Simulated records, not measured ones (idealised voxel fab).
process module | voxel quadruple lines
cross-section cut | 275 nm wide | cells 5 nm
A cross-section is a grid of square cells, given in bands from the top down. A band is one or more rows of cells.
Each band's line starts with the height of the band's top and of its bottom, in nm. Then come its materials from left to right, each with its width in nm. One material with "throughout" fills the band from edge to edge. "air" is empty space.
Height 0 is the level under which the wafer as received is all one material. The lowest band goes on downwards, as in "0 down".
A width such as "30 to 40" changes by the same amount from each row of cells to the next, from the band's top row to its bottom row.
"no change" after a step means that no cell of the cross-section changed.
closed voids: empty space of 8 cells or more with no open way to the top, each as width x height at its distance from the left edge, in nm
after a step's settings: what the simulator itself notes on the step
overlay nm, on a step with a mask: how far to the right of its planned place the mask lay; to the left if negative
plan
1 op RECEIVE | material Si
2 op CONFORMAL_DEP | material SiO2 | thk nm 10
3 op DIRECTIONAL_DEP | material W | thk nm 10
4 op DIRECTIONAL_DEP | material polySi | thk nm 15
5 op DIRECTIONAL_DEP | material aC | thk nm 25
6 op PATTERN | tone cover | mask id MANDREL | material resist | width nm 20 | thk nm 35 | overlay nm 0
7 op DIRECTIONAL_ETCH | etch materials aC | depth nm 25
8 op STRIP | etch materials resist
9 op CONFORMAL_DEP | material SiO2 | thk nm 10
10 op DIRECTIONAL_ETCH | etch materials SiO2 | depth nm 10
11 op STRIP | etch materials aC
12 op DIRECTIONAL_ETCH | etch materials polySi | depth nm 15
13 op STRIP | etch materials SiO2
14 op CONFORMAL_DEP | material SiCN | thk nm 10
15 op DIRECTIONAL_ETCH | etch materials SiCN | depth nm 10
16 op STRIP | etch materials polySi
17 op DIRECTIONAL_ETCH | etch materials W | depth nm 10
18 op STRIP | etch materials SiCN
varied across the wafers: width nm of step 6. The plan shows the first wafer's value. All wafers start alike
first wafer as received, after step 1
  0 down: Si throughout
  closed voids: none
each wafer at the end: cells of each material gained (+) or lost (-) since it was received, then its closed voids
width nm 20 | +110 SiO2 | +16 W | closed voids: none
width nm 25 | +110 SiO2 | +16 W | closed voids: none
width nm 30 | +110 SiO2 | +16 W | closed voids: none
width nm 35 | +110 SiO2 | +16 W | closed voids: none
width nm 40 | +110 SiO2 | +16 W | closed voids: none
width nm 45 | +110 SiO2 | +16 W | closed voids: none
